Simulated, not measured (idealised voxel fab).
Documented hereafter: the process module known as voxel capacitor over wiring.
It is cross-section cut that appears here, measuring 210 nm in width, its square cells being 5 nm in size.
We lay out every cross-section as a grid of square cells and spell it out in bands from the top down, where one band means one or more rows of cells.
Look at the band entry: it leads with the top's height and the bottom's height in nm. Then it lists the materials left to right, with a width in nm for each. The word "full width" on a single material says that material fills the band edge to edge. The word "air" is empty space.
Heights are measured from 0, the level below which the as-received wafer is all one material; the lowest band has no bottom and continues downward, written as in "0..down".
Width "30->40": first value at the band's top row of cells, second value at its bottom row, equal change from row to row.
Step marked "left unchanged"? Then no cell in the cross-section changed in it.
If an empty space has no open way to the top and is at least 8 cells in size, "Enclosed void inventory" lists it, written width x height at distance, where distance is measured from the left edge and every value is in nm.
Formally, on a step line, whatever follows the settings is a remark that the simulator itself makes on the step.
overlay nm: step with mask; distance mask lay right of planned place; negative value = left of planned place.

Process steps foreseen in the plan:
step 1: RECEIVE,material Si
step 2: CONFORMAL_DEP,material SiO2,thk nm 10
step 3: CONFORMAL_DEP,material SiCN,thk nm 5
step 4: DIRECTIONAL_DEP,material lowk,thk nm 15
step 5: MASKED_ETCH,tone open,mask id METAL_1,width nm 30,pitch nm 95,etch materials lowk,depth nm 15,overlay nm 0
step 6: MASKED_ETCH,tone open,mask id METAL_1,width nm 30,pitch nm 95,etch materials SiCN,depth nm 5,overlay nm 0
step 7: CONFORMAL_DEP,material TiN,thk nm 5
step 8: FILL_DEP,material Ru,thk nm 5
step 9: CMP,height nm 30
step 10: CONFORMAL_DEP,material SiCN,thk nm 5
step 11: DIRECTIONAL_DEP,material lowk,thk nm 15
step 12: PATTERN,tone open,mask id PLUG_1,material resist,width nm 15,thk nm 15,overlay nm 0
step 13: DIRECTIONAL_ETCH,etch materials lowk,depth nm 15
step 14: DIRECTIONAL_ETCH,etch materials SiCN,depth nm 5
step 15: STRIP,etch materials resist
step 16: CONFORMAL_DEP,material TiN,thk nm 5
step 17: FILL_DEP,material Ru,thk nm 10
step 18: CMP,height nm 50
step 19: DIRECTIONAL_DEP,material TiN,thk nm 5
step 20: DIRECTIONAL_DEP,material Al2O3,thk nm 5
step 21: DIRECTIONAL_DEP,material TiN,thk nm 5
step 22: PATTERN,tone cover,mask id UPPER_PLATE,material resist,width nm 70,thk nm 20,overlay nm 0
step 23: DIRECTIONAL_ETCH,etch materials TiN,depth nm 5
step 24: DIRECTIONAL_ETCH,etch materials Al2O3,depth nm 5
step 25: STRIP,etch materials resist
step 26: MASKED_ETCH,tone cover,mask id LOWER_PLATE,width nm 80,etch materials TiN,depth nm 5,overlay nm 0
step 27: FILL_DEP,material SiO2,thk nm 15
step 28: CMP,height nm 75
step 29: MASKED_ETCH,tone open,mask id PLUG_2,width nm 15,etch materials SiO2,depth nm 10,overlay nm 0
step 30: CONFORMAL_DEP,material TiN,thk nm 5
step 31: FILL_DEP,material W,thk nm 10
step 32: CMP,height nm 75
step 33: CONFORMAL_DEP,material SiCN,thk nm 5
Every wafer here starts from the same state; it is the step 21 thk nm that distinguishes them, and the value the plan gives belongs to the first wafer.

Received wafers, first of several: cross-section after step 1:
    0..down  Si full width
    Enclosed void inventory: none

So in this table every wafer gets its own row, and what you see is where it stands at the end of the module: for each material, how many cells it picked up (+) or gave up (-) since we received it, and after that its closed voids:
thk nm 5; +14 Al2O3; +27 Ru; +111 SiCN; +244 SiO2; +68 TiN; +1 W; +207 lowk; Enclosed void inventory: none
thk nm 10; +42 Al2O3; +27 Ru; +111 SiCN; +177 SiO2; +108 TiN; +207 lowk; Enclosed void inventory: none
thk nm 15; +42 Al2O3; +27 Ru; +111 SiCN; +138 SiO2; +147 TiN; +207 lowk; Enclosed void inventory: none
thk nm 20; +42 Al2O3; +27 Ru; +111 SiCN; +110 SiO2; +175 TiN; +207 lowk; Enclosed void inventory: none
